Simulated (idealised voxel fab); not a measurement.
Module name: voxel lift off (process module)
The figure presents cross-section cut, which has a width of 275 nm and is divided into square cells with an edge length of 5 nm.
Bands, listed from the top down, are how a cross-section gets written in this document; the cross-section itself is a grid of square cells, and a band is one or more rows of them.
In this notation a band is specified by the heights of its top and bottom, in that order and in nm, after which its materials appear from left to right, each paired with its width in nm. The word "everywhere" attached to a single material means that material fills the band from edge to edge; the word "air" stands for empty space.
Heights from 0 (as-received wafer is one material below). Bottom band endless downward, as "from 0 down".
Top row gets the first number, bottom row gets the second, and each row in between changes by the same step: that is how a band width like "30 to 40" works.
Where a step carries "nothing changed", the cross-section came out of it unchanged, cell for cell.
The entry "Sealed void inventory" lists the empty spaces that cover at least 8 cells and have no open path to the top. Each is written as width x height at distance, where the distance is measured from the left edge and all three values are in nm.
Where a step's line continues beyond its settings, the continuation is a remark by the simulator itself on that step.
If you see "overlay nm" on a step's line and that step has a mask, it's telling you how far right of where it was planned the mask ended up; a negative number means it went left instead.
This section lists the process steps that were planned
1 op RECEIVE | material Si
2 op CONFORMAL_DEP | material Al2O3 | thk nm 15
3 op PATTERN | tone open | mask id LINES | material resist | width nm 30 | pitch nm 45 | thk nm 25 | overlay nm 0
4 op DIRECTIONAL_DEP | material Ru | thk nm 10
5 op STRIP | etch materials resist
6 op CONFORMAL_DEP | material SiN | thk nm 10
Cross-section of the wafer at receipt, which is the condition after step 1
	from 0 down | Si everywhere
	Sealed void inventory: none
End-of-module cross-section. Starting structure and process plan as above; one mistake made in running it
	from 35 to 25 | 85 SiN, then 10 air, then 35 SiN, then 10 air, then 35 SiN, then 10 air, then 90 SiN
	from 25 to 15 | 75 Ru, then 30 SiN, then 15 Ru, then 30 SiN, then 15 Ru, then 30 SiN, then 80 Ru
	from 15 to 0 | Al2O3 everywhere
	from 0 down | Si everywhere
	Sealed void inventory: none
The plan and the run diverged here: step 3 ran with different settings than intended, the actual operation and settings being op PATTERN | tone cover | mask id LINES | material resist | width nm 30 | pitch nm 45 | thk nm 25 | overlay nm 0
